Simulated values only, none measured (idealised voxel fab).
Process module, titled voxel spacer lines
Xsec cut, 195 nm wide, square cell size 5 nm.
The cross-sections in this document take the form of a grid made of square cells. They are written out as bands, in order from top to bottom. Each band consists of one or more rows of cells.
A band entry consists of two parts. The first gives the height of the band's top and the height of its bottom, in nm. The rest lists the band's materials from left to right, each with its width in nm. A single material labelled with the word "everywhere" fills the band from edge to edge, and the word "empty" marks empty space.
Height datum 0, below which the as-received substrate wafer is one material. Lowest band open at the bottom, running downward: "0 -> down".
Note: "30->40" means the width goes from the first number (top row of the band) to the second number (bottom row) in equal steps per row of cells.
The cross-section has no changed cell in any step marked "changes: none".
"Sealed void inventory" - sealed voids, min. 8 cells, no opening to top; format: width x height at distance (distance from left edge; nm throughout).
What comes after the settings on a step's line is commentary from the simulator itself on that step.
overlay nm: on a step with a mask, how far right of its planned place the mask lay; negative means left.

-- This section lists the process steps that were planned
1 RECEIVE with material Si
2 CONFORMAL_DEP with material Al2O3, thk nm 5
3 DIRECTIONAL_DEP with material TiN, thk nm 15
4 DIRECTIONAL_DEP with material polySi, thk nm 30
5 PATTERN with tone cover, mask id MANDREL, material resist, width nm 20, pitch nm 70, thk nm 35, overlay nm 0
6 DIRECTIONAL_ETCH with etch materials polySi, depth nm 30
7 STRIP with etch materials resist
8 CONFORMAL_DEP with material SiO2, thk nm 15
9 DIRECTIONAL_ETCH with etch materials SiO2, depth nm 15
10 STRIP with etch materials polySi
11 DIRECTIONAL_ETCH with etch materials TiN, depth nm 15
12 STRIP with etch materials SiO2

-- Shown in cross-section is the wafer as received, that is, as it stands after step 1
	0 -> down | Si everywhere
	Sealed void inventory: none

-- First wafer of two, sectioned at end of module; run went per plan
	20 -> 5 | TiN 15 / empty 20 / TiN 15 / empty 20 / TiN 15 / empty 20 / TiN 15 / empty 20 / TiN 15 / empty 20 / TiN 15 / empty 5
	5 -> 0 | Al2O3 everywhere
	0 -> down | Si everywhere
	Sealed void inventory: none

-- Second wafer through the module, sectioned at the end: same beginning and same plan as the first wafer, with one mistake in carrying it out
	15 -> 0 | TiN 15 / empty 20 / TiN 15 / empty 20 / TiN 15 / empty 20 / TiN 15 / empty 20 / TiN 15 / empty 20 / TiN 15 / empty 5
	0 -> down | Si everywhere
	Sealed void inventory: none
What was done differently from what was planned? plan step 2 was not performed, having been skipped
The closing comparison, in cells, has the second wafer with more or fewer of some materials than the first: 39 fewer of Al2O3
